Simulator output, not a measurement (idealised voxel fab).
The name of this process module is voxel gate over fins.
FYI the section here is cut, 170 nm wide, cells are 5 nm squares.
Cross-section = grid of square cells, listed top down in bands; band = one or more rows.
Top, bottom (nm), then materials left to right with widths (nm); lone material tagged "everywhere" fills the whole band edge to edge; "empty" = empty space.
Height reference: 0 = level under which incoming wafer is all one material. Lowest band: no bottom, runs on downward, e.g. "from 0 down".
Top row gets the first number, bottom row gets the second, and each row in between changes by the same step: that is how a band width like "30->40" works.
Reading "nothing different" for a step: not a cell of the cross-section changed in it.
So "Sealed void listing" is basically the list of trapped voids: any empty space of 8 cells or more that can't reach the top through an opening. They're written width x height at distance, the distance being from the left edge, and it's all nm.
Formally, on a step line, whatever follows the settings is a remark that the simulator itself makes on the step.
When a step includes a mask, the "overlay nm" setting on its line states how far to the right of its planned place that mask lay, and negative values state how far to the left.
Planned process steps:
1,RECEIVE with material Si
2,CONFORMAL_DEP with material SiN, thk nm 10
3,DIRECTIONAL_DEP with material aC, thk nm 10
4,PATTERN with tone cover, mask id FINS, material resist, width nm 15, pitch nm 60, thk nm 30, overlay nm 0
5,DIRECTIONAL_ETCH with etch materials aC, depth nm 10
6,STRIP with etch materials resist
7,DIRECTIONAL_ETCH with etch materials SiN, depth nm 10
8,DIRECTIONAL_ETCH with etch materials Si, depth nm 35
9,STRIP with etch materials aC
10,OXIDIZE with depth nm 5
11,FILL_DEP with material SiO2, thk nm 5
12,CMP with height nm 10
13,DIRECTIONAL_DEP with material aC, thk nm 15
14,PATTERN with tone open, mask id RAIL, material resist, width nm 15, thk nm 30, overlay nm 0
15,DIRECTIONAL_ETCH with etch materials aC, depth nm 15
16,STRIP with etch materials resist
17,DIRECTIONAL_ETCH with etch materials SiO2, depth nm 40
18,STRIP with etch materials aC
19,CONFORMAL_DEP with material TiN, thk nm 5
20,FILL_DEP with material Ru, thk nm 10
21,CMP with height nm 10
22,SELECTIVE_ETCH with etch materials W Ru TiN, depth nm 30
23,FILL_DEP with material SiO2, thk nm 5
24,CMP with height nm 10
25,SELECTIVE_ETCH with etch materials SiO2, depth nm 25
26,STRIP with etch materials SiN
27,CONFORMAL_DEP with material HfO2, thk nm 5
28,CONFORMAL_DEP with material TiN, thk nm 5
29,CONFORMAL_DEP with material TiAl, thk nm 5
30,CONFORMAL_DEP with material TiN, thk nm 5
31,FILL_DEP with material W, thk nm 15
32,CMP with height nm 30
33,CONFORMAL_DEP with material SiCN, thk nm 5
As received (post step 1): cross-section:
- from 0 down: Si everywhere
- Sealed void listing: none
Starting wafer: above. Plan: above. Run: one mistake. Cross-section after the module: below:
- from 35 to 30: SiCN everywhere
- from 30 to 15: TiN everywhere
- from 15 to 10: TiN 35 nm, TiAl 35 nm, TiN 25 nm, TiAl 35 nm, TiN 40 nm
- from 10 to 5: TiN 35 nm, TiAl 5 nm, TiN 25 nm, TiAl 5 nm, TiN 25 nm, TiAl 5 nm, TiN 25 nm, TiAl 5 nm, TiN 40 nm
- from 5 to 0: TiN 35 nm, TiAl 5 nm, TiN 5 nm, HfO2 15 nm, TiN 5 nm, TiAl 5 nm, TiN 25 nm, TiAl 5 nm, TiN 5 nm, HfO2 15 nm, TiN 5 nm, TiAl 5 nm, TiN 40 nm
- from 0 to -5: TiAl 40 nm, TiN 5 nm, HfO2 5 nm, Si 5 nm, HfO2 5 nm, TiN 5 nm, TiAl 35 nm, TiN 5 nm, HfO2 5 nm, Si 5 nm, HfO2 5 nm, TiN 5 nm, TiAl 45 nm
- from -5 to -10: TiN 45 nm, HfO2 5 nm, Si 5 nm, HfO2 5 nm, TiN 45 nm, HfO2 5 nm, Si 5 nm, HfO2 5 nm, TiN 50 nm
- from -10 to -15: HfO2 50 nm, Si 5 nm, HfO2 55 nm, Si 5 nm, HfO2 55 nm
- from -15 to -20: SiO2 50 nm, Si 5 nm, SiO2 55 nm, Si 5 nm, SiO2 55 nm
- from -20 to -25: SiO2 50 nm, Si 5 nm, SiO2 20 nm, TiN 5 nm, Ru 5 nm, TiN 5 nm, SiO2 20 nm, Si 5 nm, SiO2 55 nm
- from -25 to -30: SiO2 50 nm, Si 5 nm, SiO2 20 nm, TiN 15 nm, SiO2 20 nm, Si 5 nm, SiO2 55 nm
- from -30 to -40: SiO2 50 nm, Si 5 nm, SiO2 55 nm, Si 5 nm, SiO2 55 nm
- from -40 down: Si everywhere
- Sealed void listing: none
Which mistake was made when the wafer was run? step 31 was processed under conditions differing from the plan, specifically as FILL_DEP with material TiN, thk nm 15
